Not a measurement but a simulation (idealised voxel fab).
Herein follows the process module entitled voxel capacitor over wiring.
Cross-section cut: width 270 nm, square cells of 5 nm.
Format of a cross-section: grid, square cells. Given as bands. Order: top down. Band: one or more rows of cells. Basically the band line says how high the top is and how high the bottom is, in nm, and then what's in it from left to right, every material with its width in nm. Empty space shows up as "empty", and if a single material carries "all across" it runs the full band edge to edge. Heads up on the height convention: 0 is the point under which the incoming wafer is all one material, and the lowest band has no bottom, it just keeps going down, like "z 0 and below". So if you see something like "30..40" for the width, read it as the top row of the band sitting at the first number and the bottom row at the second, with every row in between moving by the same amount as the last. Reading "no alterations made" for a step: not a cell of the cross-section changed in it. In "Closed empty spaces" the enclosed voids are listed, meaning empty spaces of 8 cells or larger without any opening to the top. The form is width x height at distance, distance from the left edge, units nm. Note: text after step settings on the step line = simulator remark on that step. The optional step-line setting "overlay nm" applies to steps with a mask and quantifies how far to the right of its planned location the mask lay, a negative value indicating leftward placement.

HERE'S WHAT THE PLANNED PROCESS STEPS LOOK LIKE
| 1 | RECEIVE with material Si |
| 2 | CONFORMAL_DEP with material SiO2, thk nm 10 |
| 3 | CONFORMAL_DEP with material SiN, thk nm 5 |
| 4 | DIRECTIONAL_DEP with material SiO2, thk nm 15 |
| 5 | PATTERN with tone open, mask id METAL_1, material resist, width nm 15, pitch nm 80, thk nm 15, overlay nm 0 |
| 6 | DIRECTIONAL_ETCH with etch materials SiO2, depth nm 15 |
| 7 | DIRECTIONAL_ETCH with etch materials SiN, depth nm 5 |
| 8 | STRIP with etch materials resist |
| 9 | CONFORMAL_DEP with material TiN, thk nm 5 |
| 10 | FILL_DEP with material Cu, thk nm 5 |
| 11 | CMP with height nm 30 |
| 12 | CONFORMAL_DEP with material SiCN, thk nm 5 |
| 13 | DIRECTIONAL_DEP with material SiO2, thk nm 10 |
| 14 | DIRECTIONAL_DEP with material aC, thk nm 10 |
| 15 | PATTERN with tone open, mask id PLUG_1, material resist, width nm 15, thk nm 30, overlay nm 0 |
| 16 | DIRECTIONAL_ETCH with etch materials aC, depth nm 10 |
| 17 | STRIP with etch materials resist |
| 18 | DIRECTIONAL_ETCH with etch materials SiO2, depth nm 10 |
| 19 | DIRECTIONAL_ETCH with etch materials SiCN, depth nm 5 |
| 20 | STRIP with etch materials aC |
| 21 | EPI with material Ru, thk nm 10 |
| 22 | EPI with material Ru, thk nm 5 |
| 23 | DIRECTIONAL_DEP with material TiN, thk nm 5 |
| 24 | DIRECTIONAL_DEP with material SiN, thk nm 5 |
| 25 | DIRECTIONAL_DEP with material TiN, thk nm 10 |
| 26 | MASKED_ETCH with tone cover, mask id UPPER_PLATE, width nm 65, etch materials TiN, depth nm 10, overlay nm 0 |
| 27 | MASKED_ETCH with tone cover, mask id UPPER_PLATE, width nm 65, etch materials SiN, depth nm 5, overlay nm 0 |
| 28 | MASKED_ETCH with tone cover, mask id LOWER_PLATE, width nm 75, etch materials TiN, depth nm 5, overlay nm 0 |
| 29 | FILL_DEP with material SiO2, thk nm 20 |
| 30 | CMP with height nm 80 |
| 31 | PATTERN with tone open, mask id PLUG_2, material resist, width nm 15, thk nm 20, overlay nm 0 |
| 32 | DIRECTIONAL_ETCH with etch materials SiO2, depth nm 15 |
| 33 | STRIP with etch materials resist |
| 34 | CONFORMAL_DEP with material TiN, thk nm 5 |
| 35 | FILL_DEP with material W, thk nm 10 |
| 36 | CMP with height nm 80 |
| 37 | CONFORMAL_DEP with material SiCN, thk nm 5 |
The value of width nm given for step 5 in the plan refers to the first wafer; the wafers vary in this setting and are alike at the start.

FIRST WAFER OF SEVERAL, AS RECEIVED: CROSS-SECTION AFTER STEP 1
z 0 and below: Si all across
Closed empty spaces: none

BELOW IS A PER-WAFER TABLE. IN IT, EACH ROW DESCRIBES THE WAFER AT THE END OF THE MODULE BY GIVING, FOR EACH MATERIAL, THE NUMBER OF CELLS GAINED (+) OR LOST (-) SINCE THE WAFER WAS RECEIVED, AND AFTER THAT THE CLOSED VOIDS OF THE WAFER
width nm 15 | +6 Cu | +9 Ru | +105 SiCN | +61 SiN | +669 SiO2 | +66 TiN | +2 W | Closed empty spaces: none
width nm 20 | +12 Cu | +9 Ru | +105 SiCN | +59 SiN | +663 SiO2 | +68 TiN | +2 W | Closed empty spaces: none
width nm 25 | +18 Cu | +9 Ru | +105 SiCN | +57 SiN | +657 SiO2 | +70 TiN | +2 W | Closed empty spaces: none
width nm 30 | +24 Cu | +9 Ru | +105 SiCN | +55 SiN | +651 SiO2 | +72 TiN | +2 W | Closed empty spaces: none
width nm 35 | +30 Cu | +9 Ru | +105 SiCN | +53 SiN | +645 SiO2 | +74 TiN | +2 W | Closed empty spaces: none
